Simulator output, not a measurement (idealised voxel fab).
A process module follows: voxel transistor to metal.
Each square cell in cross-section cut measures 5 nm, and the section as a whole is 170 nm wide.
Heads up, the way a cross-section reads in here is a grid of square cells, handed over as bands from the top down, with every band being one or more rows of cells. Band: top height; bottom height; in nm. Then, left to right: material with width in nm, for each material. "full width": a single material spanning edge to edge. "blank": empty space. Basically, 0 is our baseline, since under it the wafer straight out of the box is all one material. The bottom band has no lower end and keeps on going down, so it looks like "0 nm and below". Per-row width for "30..40": begins at first number (top row of band), ends at second number (bottom row), increment between rows held constant. Basically "no alterations made" means that step didn't change any cell in the cross-section. Enclosed internal voids: empty space of 8 cells or more with no open way to the top, each as width x height at its distance from the left edge, in nm. Where a step's line continues beyond its settings, the continuation is a remark by the simulator itself on that step. The line of a step may include "overlay nm". On a step with a mask, this value is how far to the right of its planned place the mask lay. A negative value means the mask lay to the left.

[The process steps that were planned are listed below]
step 1: RECEIVE | material Si
step 2: CONFORMAL_DEP | material SiO2 | thk nm 5
step 3: CONFORMAL_DEP | material SiN | thk nm 15
step 4: MASKED_ETCH | tone cover | mask id ACTIVE | width nm 125 | etch materials SiN | depth nm 15 | overlay nm 0
step 5: MASKED_ETCH | tone cover | mask id ACTIVE | width nm 125 | etch materials SiO2 | depth nm 5 | overlay nm 0
step 6: MASKED_ETCH | tone cover | mask id ACTIVE | width nm 125 | etch materials Si | depth nm 35 | overlay nm 0
step 7: FILL_DEP | material SiO2 | thk nm 10
step 8: CMP | height nm 20
step 9: SELECTIVE_ETCH | etch materials SiO2 | depth nm 10
step 10: STRIP | etch materials SiN
step 11: SELECTIVE_ETCH | etch materials SiO2 | depth nm 5
step 12: OXIDIZE | depth nm 5
step 13: DIRECTIONAL_DEP | material polySi | thk nm 20
step 14: DIRECTIONAL_DEP | material SiCN | thk nm 10
step 15: PATTERN | tone cover | mask id GATE | material resist | width nm 25 | thk nm 20 | overlay nm 0
step 16: DIRECTIONAL_ETCH | etch materials SiCN | depth nm 20
step 17: DIRECTIONAL_ETCH | etch materials polySi | depth nm 30
step 18: STRIP | etch materials resist
step 19: CONFORMAL_DEP | material SiO2 | thk nm 5
step 20: DIRECTIONAL_ETCH | etch materials SiO2 | depth nm 5
step 21: CONFORMAL_DEP | material SiN | thk nm 10
step 22: DIRECTIONAL_ETCH | etch materials SiN | depth nm 10
step 23: DIRECTIONAL_ETCH | etch materials SiO2 | depth nm 5
step 24: DIRECTIONAL_ETCH | etch materials Si | depth nm 10
step 25: EPI | material pSi | thk nm 15
step 26: FILL_DEP | material SiO2 | thk nm 5
step 27: CMP | height nm 30
step 28: DIRECTIONAL_DEP | material SiO2 | thk nm 10
step 29: MASKED_ETCH | tone open | mask id CONTACT | width nm 35 | pitch nm 70 | etch materials SiO2 | depth nm 30 | overlay nm 0
step 30: CONFORMAL_DEP | material TiN | thk nm 5
step 31: FILL_DEP | material W | thk nm 5
step 32: CMP | height nm 40
step 33: CONFORMAL_DEP | material SiCN | thk nm 5
step 34: DIRECTIONAL_DEP | material SiO2 | thk nm 20
step 35: DIRECTIONAL_DEP | material aC | thk nm 10
step 36: PATTERN | tone open | mask id METAL_1 | material resist | width nm 20 | pitch nm 85 | thk nm 25 | overlay nm 0
step 37: DIRECTIONAL_ETCH | etch materials aC | depth nm 10
step 38: STRIP | etch materials resist
step 39: DIRECTIONAL_ETCH | etch materials SiO2 | depth nm 20
step 40: DIRECTIONAL_ETCH | etch materials SiCN | depth nm 5
step 41: STRIP | etch materials aC
step 42: CONFORMAL_DEP | material TiN | thk nm 5
step 43: FILL_DEP | material Cu | thk nm 10
step 44: CMP | height nm 65
step 45: CONFORMAL_DEP | material SiCN | thk nm 5

[Received-state cross-section, reflecting completion of step 1]
	0 nm and below | Si full width
	Enclosed internal voids: none

[The plan above was carried out on the starting structure above with one mistake, and this cross-section shows the wafer at the end of the module]
	70 nm to 65 nm | SiO2 full width
	65 nm to 45 nm | SiO2 30 nm; TiN 5 nm; Cu 10 nm; TiN 5 nm; SiO2 65 nm; TiN 5 nm; Cu 10 nm; TiN 5 nm; SiO2 35 nm
	45 nm to 40 nm | SiCN 30 nm; TiN 20 nm; SiCN 65 nm; TiN 20 nm; SiCN 35 nm
	40 nm to 30 nm | SiO2 30 nm; TiN 5 nm; W 25..15 nm; TiN 5..15 nm; SiO2 35 nm; TiN 5..15 nm; W 25..15 nm; TiN 5 nm; SiO2 35 nm
	30 nm to 20 nm | SiO2 30 nm; TiN 5 nm; W 15 nm; TiN 5 nm; SiN 10 nm; SiO2 5 nm; SiCN 25 nm; SiO2 5 nm; SiN 10 nm; TiN 5 nm; W 15 nm; TiN 5 nm; SiO2 35 nm
	20 nm to 15 nm | SiO2 30 nm; TiN 5 nm; W 15 nm; TiN 5 nm; SiN 10 nm; SiO2 5 nm; polySi 25 nm; SiO2 5 nm; SiN 10 nm; TiN 5 nm; W 15 nm; TiN 5 nm; SiO2 35 nm
	15 nm to 10 nm | SiO2 30 nm; TiN 25 nm; SiN 10 nm; SiO2 5 nm; polySi 25 nm; SiO2 5 nm; SiN 10 nm; TiN 25 nm; SiO2 35 nm
	10 nm to 5 nm | SiO2 25 nm; pSi 30 nm; SiN 10 nm; SiO2 5 nm; polySi 25 nm; SiO2 5 nm; SiN 10 nm; pSi 30 nm; SiO2 30 nm
	5 nm to 0 nm | SiO2 20 nm; SiN 10 nm; pSi 25 nm; SiN 10 nm; SiO2 5 nm; polySi 25 nm; SiO2 5 nm; SiN 10 nm; pSi 25 nm; SiN 10 nm; SiO2 25 nm
	0 nm to -5 nm | SiO2 30 nm; pSi 25 nm; SiO2 55 nm; pSi 25 nm; SiO2 35 nm
	-5 nm to -15 nm | SiO2 20 nm; Si 10 nm; pSi 25 nm; Si 55 nm; pSi 25 nm; Si 10 nm; SiO2 25 nm
	-15 nm to -35 nm | SiO2 20 nm; Si 125 nm; SiO2 25 nm
	-35 nm and below | Si full width
	Enclosed internal voids: none
What went wrong in running the wafer? step 45: run off-plan, actual operation and settings CONFORMAL_DEP | material SiO2 | thk nm 5
